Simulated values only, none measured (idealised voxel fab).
The document below concerns the process module designated voxel wiring stack.
240 nm wide, 5 nm square cells: that's cross-section cut.
Cross-section, as written here: a square-cell grid given band by band from the top down, where a band holds one or more rows of cells.
In this notation a band is specified by the heights of its top and bottom, in that order and in nm, after which its materials appear from left to right, each paired with its width in nm. The word "throughout" attached to a single material means that material fills the band from edge to edge; the word "blank" stands for empty space.
A quick word on heights: they are counted from 0, and under that level the wafer as it came to us is one material throughout. The lowest band is different from the rest in having no bottom; it simply continues downward, written as in "top 0, no bottom".
Graded width ("30 to 40"): value in top row of band = first number; value in bottom row = second number; row-to-row change constant.
"nothing different" -> step changed no cross-section cell.
"Sealed-off cavities": sealed empty spaces, 8 cells or more, no open way to top, listed width x height at distance, with distance from the left edge and width, height and distance in nm.
Heads up: the bit after the settings on a step's line is the simulator's remark on that step.
When a step includes a mask, the "overlay nm" setting on its line states how far to the right of its planned place that mask lay, and negative values state how far to the left.
[The steps planned for the process are as follows]
1: RECEIVE,material Si
2: CONFORMAL_DEP,material SiO2,thk nm 15
3: CONFORMAL_DEP,material SiN,thk nm 5
4: DIRECTIONAL_DEP,material SiO2,thk nm 15
5: PATTERN,tone open,mask id METAL_1,material resist,width nm 30,pitch nm 50,thk nm 20,overlay nm 0
6: DIRECTIONAL_ETCH,etch materials SiO2,depth nm 15
7: DIRECTIONAL_ETCH,etch materials SiN,depth nm 5
8: STRIP,etch materials resist
9: CONFORMAL_DEP,material TiN,thk nm 5
10: FILL_DEP,material Cu,thk nm 10
11: CMP,height nm 35
12: EPI,material Ru,thk nm 5
13: FILL_DEP,material SiCN,thk nm 5
14: DIRECTIONAL_DEP,material lowk,thk nm 25
15: DIRECTIONAL_DEP,material aC,thk nm 15
16: PATTERN,tone open,mask id METAL_2,material resist,width nm 30,pitch nm 50,thk nm 35,overlay nm 0
17: DIRECTIONAL_ETCH,etch materials aC,depth nm 15
18: STRIP,etch materials resist
19: DIRECTIONAL_ETCH,etch materials lowk,depth nm 15
20: STRIP,etch materials aC
21: PATTERN,tone open,mask id METAL_2_HOLES,material resist,width nm 15,thk nm 15,overlay nm 0
22: DIRECTIONAL_ETCH,etch materials lowk,depth nm 10
23: DIRECTIONAL_ETCH,etch materials SiCN,depth nm 5
24: STRIP,etch materials resist
25: CONFORMAL_DEP,material TiN,thk nm 5
26: FILL_DEP,material Ru,thk nm 10
27: CMP,height nm 70
28: CONFORMAL_DEP,material SiN,thk nm 5
[As-received state of the wafer in cross-section, equivalent to post-step 1]
    top 0, no bottom = Si throughout
    Sealed-off cavities: none
[First of two wafers, end-of-module section, run followed plan]
    top 75, bottom 70 = SiN throughout
    top 70, bottom 60 = lowk=80 | TiN=5 | Ru=20 | TiN=5 | lowk=20 | TiN=5 | Ru=20 | TiN=5 | lowk=80
    top 60, bottom 55 = lowk=80 | TiN=5 | Ru=5 | TiN=20 | lowk=20 | TiN=30 | lowk=80
    top 55, bottom 45 = lowk=80 | TiN=5 | Ru=5 | TiN=5 | lowk=145
    top 45, bottom 40 = SiCN=80 | TiN=15 | SiCN=145
    top 40, bottom 35 = SiCN=75 | Ru=40 | SiCN=10 | Ru=40 | SiCN=75
    top 35, bottom 20 = SiO2=80 | TiN=5 | Cu=20 | TiN=5 | SiO2=20 | TiN=5 | Cu=20 | TiN=5 | SiO2=80
    top 20, bottom 15 = SiN=80 | TiN=30 | SiN=20 | TiN=30 | SiN=80
    top 15, bottom 0 = SiO2 throughout
    top 0, no bottom = Si throughout
    Sealed-off cavities: none
[End of module, second wafer, cross-section. Started like the first, planned like the first, run with one mistake]
    top 75, bottom 70 = SiN throughout
    top 70, bottom 60 = lowk=80 | TiN=5 | Ru=20 | TiN=5 | lowk=20 | TiN=5 | Ru=20 | TiN=5 | lowk=80
    top 60, bottom 55 = lowk=80 | TiN=5 | Ru=5 | TiN=20 | lowk=20 | TiN=30 | lowk=80
    top 55, bottom 45 = lowk=80 | TiN=5 | Ru=5 | TiN=5 | lowk=145
    top 45, bottom 40 = SiCN=80 | TiN=15 | SiCN=145
    top 40, bottom 35 = Ru=85 | SiCN=20 | Ru=30 | SiCN=20 | Ru=85
    top 35, bottom 20 = Cu=75 | TiN=5 | SiO2=30 | TiN=5 | Cu=10 | TiN=5 | SiO2=30 | TiN=5 | Cu=75
    top 20, bottom 15 = TiN=80 | SiN=30 | TiN=20 | SiN=30 | TiN=80
    top 15, bottom 0 = SiO2 throughout
    top 0, no bottom = Si throughout
    Sealed-off cavities: none
Here's what went sideways: rather than as planned, step 5 actually ran as PATTERN,tone cover,mask id METAL_1,material resist,width nm 30,pitch nm 50,thk nm 20,overlay nm 0
Count the cells at the end and the second wafer has more or fewer of some materials than the first: +72 Cu | +24 Ru | -24 SiCN | -24 SiN | -72 SiO2 | +24 TiN
